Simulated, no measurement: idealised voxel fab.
This section sets out a process module, namely voxel transistor to metal.
Section shown: cut. Width: 200 nm. Cell size: 5 nm, square.
A cross-section is a grid of square cells, given in bands from the top down. A band is one or more rows of cells.
Read a band's entry like this: the first values are the height of its top and the height of its bottom in nm, and what follows is the sequence of materials from left to right, each with its width in nm. Note that "air" is empty space, and that a single material marked "edge to edge" reaches across the band from edge to edge.
Height is counted from the level 0, under which the received wafer is composed throughout of one material. The lowest of the bands is not closed at the bottom but continues downward, in the notation "top 0, no bottom".
Note: "30 to 40" means the width goes from the first number (top row of the band) to the second number (bottom row) in equal steps per row of cells.
For the purposes of this document, the phrase "everything unchanged" attached to a step denotes that no cell within the cross-section was modified by that step.
The label "Cavities, sealed" introduces a list of the empty spaces, 8 cells or larger, that have no open way up to the top; each entry in it reads width x height at distance, where the distance is taken from the left edge and all three are stated in nm.
Step line, after settings: the simulator's comment on this step.
overlay nm: mask offset rightward from planned place, masked step; negative means leftward offset.

## These are the steps we planned for the process
1. op RECEIVE | material Si
2. op OXIDIZE | depth nm 5
3. op CONFORMAL_DEP | material SiN | thk nm 15
4. op MASKED_ETCH | tone cover | mask id ACTIVE | width nm 105 | etch materials SiN | depth nm 15 | overlay nm 0
5. op MASKED_ETCH | tone cover | mask id ACTIVE | width nm 105 | etch materials SiO2 | depth nm 5 | overlay nm 0
6. op MASKED_ETCH | tone cover | mask id ACTIVE | width nm 105 | etch materials Si | depth nm 25 | overlay nm 0
7. op FILL_DEP | material SiO2 | thk nm 5
8. op CMP | height nm 15
9. op SELECTIVE_ETCH | etch materials SiO2 | depth nm 15
10. op STRIP | etch materials SiN
11. op SELECTIVE_ETCH | etch materials SiO2 | depth nm 5
12. op OXIDIZE | depth nm 5
13. op DIRECTIONAL_DEP | material polySi | thk nm 20
14. op DIRECTIONAL_DEP | material SiCN | thk nm 15
15. op PATTERN | tone cover | mask id GATE | material resist | width nm 25 | thk nm 15 | overlay nm 0
16. op DIRECTIONAL_ETCH | etch materials SiCN | depth nm 25
17. op DIRECTIONAL_ETCH | etch materials polySi | depth nm 30
18. op STRIP | etch materials resist
19. op CONFORMAL_DEP | material SiN | thk nm 10
20. op DIRECTIONAL_ETCH | etch materials SiN | depth nm 10
21. op DIRECTIONAL_ETCH | etch materials SiO2 | depth nm 5
22. op DIRECTIONAL_ETCH | etch materials Si | depth nm 5
23. op EPI | material pSi | thk nm 5
24. op FILL_DEP | material SiO2 | thk nm 5
25. op CMP | height nm 15
26. op STRIP | etch materials polySi
27. op SELECTIVE_ETCH | etch materials SiO2 | depth nm 5
28. op CONFORMAL_DEP | material HfO2 | thk nm 5
29. op CONFORMAL_DEP | material TiN | thk nm 5
30. op FILL_DEP | material W | thk nm 10
31. op CMP | height nm 10
32. op DIRECTIONAL_DEP | material SiO2 | thk nm 15
33. op MASKED_ETCH | tone open | mask id CONTACT | width nm 15 | pitch nm 80 | etch materials SiO2 | depth nm 35 | overlay nm 0
34. op CONFORMAL_DEP | material TiN | thk nm 5
35. op FILL_DEP | material W | thk nm 10
36. op CMP | height nm 25
37. op CONFORMAL_DEP | material SiN | thk nm 5
38. op DIRECTIONAL_DEP | material lowk | thk nm 25
39. op DIRECTIONAL_DEP | material aC | thk nm 10
40. op PATTERN | tone open | mask id METAL_1 | material resist | width nm 15 | pitch nm 80 | thk nm 30 | overlay nm 0
41. op DIRECTIONAL_ETCH | etch materials aC | depth nm 10
42. op STRIP | etch materials resist
43. op DIRECTIONAL_ETCH | etch materials lowk | depth nm 25
44. op DIRECTIONAL_ETCH | etch materials SiN | depth nm 5
45. op STRIP | etch materials aC
46. op CONFORMAL_DEP | material TiN | thk nm 5
47. op FILL_DEP | material Ru | thk nm 5
48. op CMP | height nm 55
49. op CONFORMAL_DEP | material SiN | thk nm 5

## Incoming wafer in cross-section (state: after step 1)
top 0, no bottom: Si edge to edge
Cavities, sealed: none

## One mistake in running the module, otherwise start and plan as above: cross-section at the end
top 60, bottom 55: SiN edge to edge
top 55, bottom 30: 50 nm lowk, then 5 nm TiN, then 5 nm Ru, then 5 nm TiN, then 65 nm lowk, then 5 nm TiN, then 5 nm Ru, then 5 nm TiN, then 55 nm lowk
top 30, bottom 25: 50 nm SiN, then 15 nm TiN, then 65 nm SiN, then 15 nm TiN, then 55 nm SiN
top 25, bottom 20: 50 nm SiO2, then 15 nm TiN, then 65 nm SiO2, then 15 nm TiN, then 55 nm SiO2
top 20, bottom 15: 70 nm TiN, then 20 nm HfO2, then 5 nm TiN, then 5 nm W, then 5 nm TiN, then 20 nm HfO2, then 75 nm TiN
top 15, bottom 10: 75 nm HfO2, then 10 nm SiN, then 5 nm HfO2, then 5 nm TiN, then 5 nm W, then 5 nm TiN, then 5 nm HfO2, then 10 nm SiN, then 80 nm HfO2
top 10, bottom 0: 75 nm SiO2, then 10 nm SiN, then 5 nm HfO2, then 5 nm TiN, then 5 nm W, then 5 nm TiN, then 5 nm HfO2, then 10 nm SiN, then 80 nm SiO2
top 0, bottom -5: 75 nm SiO2, then 10 nm SiN, then 5 nm HfO2, then 15 nm TiN, then 5 nm HfO2, then 10 nm SiN, then 80 nm SiO2
top -5, bottom -10: 70 nm SiO2, then 5 nm pSi, then 5 nm SiO2, then 35 nm HfO2, then 5 nm SiO2, then 5 nm pSi, then 75 nm SiO2
top -10, bottom -15: 45 nm SiO2, then 30 nm pSi, then 45 nm Si, then 30 nm pSi, then 50 nm SiO2
top -15, bottom -30: 45 nm SiO2, then 105 nm Si, then 50 nm SiO2
top -30, no bottom: Si edge to edge
Cavities, sealed: none
What was the processing mistake? step 31 deviated from plan and actually ran as op CMP | height nm 20
